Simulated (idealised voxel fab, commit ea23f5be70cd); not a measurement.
Documented hereafter: the process module known as voxel released beams.
Cross-sectional view cut (width: 155 nm; square cell size: 5 nm).
Each cross-section below is a grid of square cells, stated as bands in top-down order, with one or more rows of cells making up each band.
Band: top height; bottom height; in nm. Then, left to right: material with width in nm, for each material. "full width": a single material spanning edge to edge. "blank": empty space.
Zero point of the height axis is 0; under it, received wafer = one material. Lowest band: continues down indefinitely, "0 and below".
Graded width ("30 to 40"): value in top row of band = first number; value in bottom row = second number; row-to-row change constant.
Any step labelled "left unchanged" changed none of the cells in the cross-section.
"Closed internal cavities": empty spaces of 8 cells or more with no open way to the top, each given as width x height at distance, distance from the left edge, all in nm.
Text after the settings on a step's line: the simulator's own remark on that step.
overlay nm: for a step with a mask, the amount by which the mask lay right of where it was planned; a negative amount means left of it.

-- Planned process steps
1. RECEIVE | material Si
2. CONFORMAL_DEP | material Al2O3 | thk nm 5
3. DIRECTIONAL_DEP | material SiO2 | thk nm 10
4. DIRECTIONAL_DEP | material aC | thk nm 15
5. PATTERN | tone open | mask id ANCHOR | material resist | width nm 40 | thk nm 35 | overlay nm 0
6. DIRECTIONAL_ETCH | etch materials aC | depth nm 15
7. STRIP | etch materials resist
8. DIRECTIONAL_ETCH | etch materials SiO2 | depth nm 10
9. STRIP | etch materials aC
10. CONFORMAL_DEP | material SiN | thk nm 15
11. MASKED_ETCH | tone cover | mask id BEAM | width nm 100 | etch materials SiN | depth nm 15 | overlay nm 0
12. STRIP | etch materials SiO2

-- The first of the two wafers, which ran as planned

-- Cross-section, incoming material, after step 1
    0 and below: Si full width
    Closed internal cavities: none

-- Cross-sectional representation of the wafer at the conclusion of step 2
    5 down to 0: Al2O3 full width
    Anything lower than 0 is untouched.

-- Cross-sectional representation of the wafer at the conclusion of step 3
    15 down to 5: SiO2 full width
    Anything lower than 5 is untouched.

-- Cross-sectional representation of the wafer at the conclusion of step 4
    30 down to 15: aC full width
    Anything lower than 15 is untouched.

-- Cross-sectional representation of the wafer at the conclusion of step 5
    65 down to 30: resist=30, blank=40, resist=85
    Anything lower than 30 is untouched.

-- Cross-sectional representation of the wafer at the conclusion of step 6
    50 down to 30: resist=30, blank=40, resist=85
    30 down to 15: aC=30, blank=40, aC=85
    Anything lower than 15 is untouched.

-- Cross-sectional representation of the wafer at the conclusion of step 7
    30 down to 15: aC=30, blank=40, aC=85
    Anything lower than 15 is untouched.

-- Cross-sectional representation of the wafer at the conclusion of step 8
    30 down to 15: aC=30, blank=40, aC=85
    15 down to 5: SiO2=30, blank=40, SiO2=85
    Anything lower than 5 is untouched.

-- Cross-sectional representation of the wafer at the conclusion of step 9
    15 down to 5: SiO2=30, blank=40, SiO2=85
    Anything lower than 5 is untouched.

-- Cross-sectional representation of the wafer at the conclusion of step 10
    30 down to 20: SiN=45, blank=10, SiN=100
    20 down to 15: SiN full width
    15 down to 5: SiO2=30, SiN=40, SiO2=85
    Anything lower than 5 is untouched.

-- Cross-sectional representation of the wafer at the conclusion of step 11
    30 down to 20: blank=25, SiN=20, blank=10, SiN=70, blank=30
    20 down to 15: blank=25, SiN=100, blank=30
    Anything lower than 15 is untouched.

-- Cross-sectional representation of the wafer at the conclusion of step 12
    30 down to 20: blank=25, SiN=20, blank=10, SiN=70, blank=30
    20 down to 15: blank=25, SiN=100, blank=30
    15 down to 5: blank=30, SiN=40, blank=85
    Anything lower than 5 is untouched.

-- The remaining wafer, second of the two, started like the first and was run to the same plan, except that one mistake was made along the way; the two coincide through step 2, inclusive

-- Cross-section: second wafer, time at which step 3 was scheduled to end
    15 down to 5: SiN full width
    Anything lower than 5 is untouched.

-- Cross-section: second wafer, time at which step 4 was scheduled to end
    30 down to 15: aC full width
    Anything lower than 15 is untouched.

-- Cross-section: second wafer, time at which step 5 was scheduled to end
    65 down to 30: resist=30, blank=40, resist=85
    Anything lower than 30 is untouched.

-- Cross-section: second wafer, time at which step 6 was scheduled to end
    50 down to 30: resist=30, blank=40, resist=85
    30 down to 15: aC=30, blank=40, aC=85
    Anything lower than 15 is untouched.

-- Cross-section: second wafer, time at which step 7 was scheduled to end
    30 down to 15: aC=30, blank=40, aC=85
    Anything lower than 15 is untouched.

Cross-section: second wafer, time at which step 8 was scheduled to end: left unchanged

-- Cross-section: second wafer, time at which step 9 was scheduled to end
    15 down to 5: SiN full width
    Anything lower than 5 is untouched.

-- Cross-section: second wafer, time at which step 10 was scheduled to end
    30 down to 5: SiN full width
    Anything lower than 5 is untouched.

-- Cross-section: second wafer, time at which step 11 was scheduled to end
    30 down to 15: blank=25, SiN=100, blank=30
    Anything lower than 15 is untouched.

Cross-section: second wafer, time at which step 12 was scheduled to end: left unchanged
Error vs. plan: note that step 3 departed from the planned setting and was carried out as DIRECTIONAL_DEP | material SiN | thk nm 10
Final cells, second wafer relative to first, materials higher or lower: 50 more of SiN
